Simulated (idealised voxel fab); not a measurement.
A process module follows: voxel trench capacitor.
The width of the displayed cross-section, cut, is 165 nm; its cells are square, with a size of 5 nm.
The cross-sections in this document take the form of a grid made of square cells. They are written out as bands, in order from top to bottom. Each band consists of one or more rows of cells.
In this notation a band is specified by the heights of its top and bottom, in that order and in nm, after which its materials appear from left to right, each paired with its width in nm. The word "throughout" attached to a single material means that material fills the band from edge to edge; the word "air" stands for empty space.
Note: height 0 marks the level under which the wafer is uniformly one material as received. Lowest band unbounded below, written "from 0 down".
The expression "30..40" gives the width at the extremes of the band, the first number at its top row of cells and the second at its bottom row, with the width changing by equal amounts from each row to the next in between.
Step marked "no change"? Then no cell in the cross-section changed in it.
"Enclosed void listing" specifies each empty space that is not open to the top and that occupies no fewer than 8 cells, using the form width x height at distance, the distance measured from the left edge and all three quantities in nm.
Where a step's line continues beyond its settings, the continuation is a remark by the simulator itself on that step.
"overlay nm" answers the question of how far to the right of plan the mask lay on a step that has a mask, and when it is negative the answer is to the left.
Listed below are the process steps as planned:
1 RECEIVE: material Si
2 CONFORMAL_DEP: material SiN, thk nm 5
3 DIRECTIONAL_DEP: material aC, thk nm 15
4 PATTERN: tone open, mask id TRENCH, material resist, width nm 15, pitch nm 40, thk nm 35, overlay nm 0
5 DIRECTIONAL_ETCH: etch materials aC, depth nm 15
6 STRIP: etch materials resist
7 DIRECTIONAL_ETCH: etch materials SiN, depth nm 5
8 DIRECTIONAL_ETCH: etch materials Si, depth nm 40
9 STRIP: etch materials aC
10 CONFORMAL_DEP: material Al2O3, thk nm 5
11 FILL_DEP: material polySi, thk nm 5
12 CMP: height nm 5
Wafer as received: cross-section following step 1:
    from 0 down = Si throughout
    Enclosed void listing: none
A wafer at the end: this start, this plan, one mistake:
    from 5 to 0 = 35 SiN, 5 Al2O3, 5 polySi, 5 Al2O3, 25 SiN, 5 Al2O3, 5 polySi, 5 Al2O3, 25 SiN, 5 Al2O3, 5 polySi, 5 Al2O3, 35 SiN
    from 0 to -25 = 35 Si, 5 Al2O3, 5 polySi, 5 Al2O3, 25 Si, 5 Al2O3, 5 polySi, 5 Al2O3, 25 Si, 5 Al2O3, 5 polySi, 5 Al2O3, 35 Si
    from -25 to -30 = 35 Si, 15 Al2O3, 25 Si, 15 Al2O3, 25 Si, 15 Al2O3, 35 Si
    from -30 down = Si throughout
    Enclosed void listing: none
In executing the process, a mistake was made relative to the plan: heads up, step 8 didn't go per plan, it actually ran as DIRECTIONAL_ETCH: etch materials Si, depth nm 30
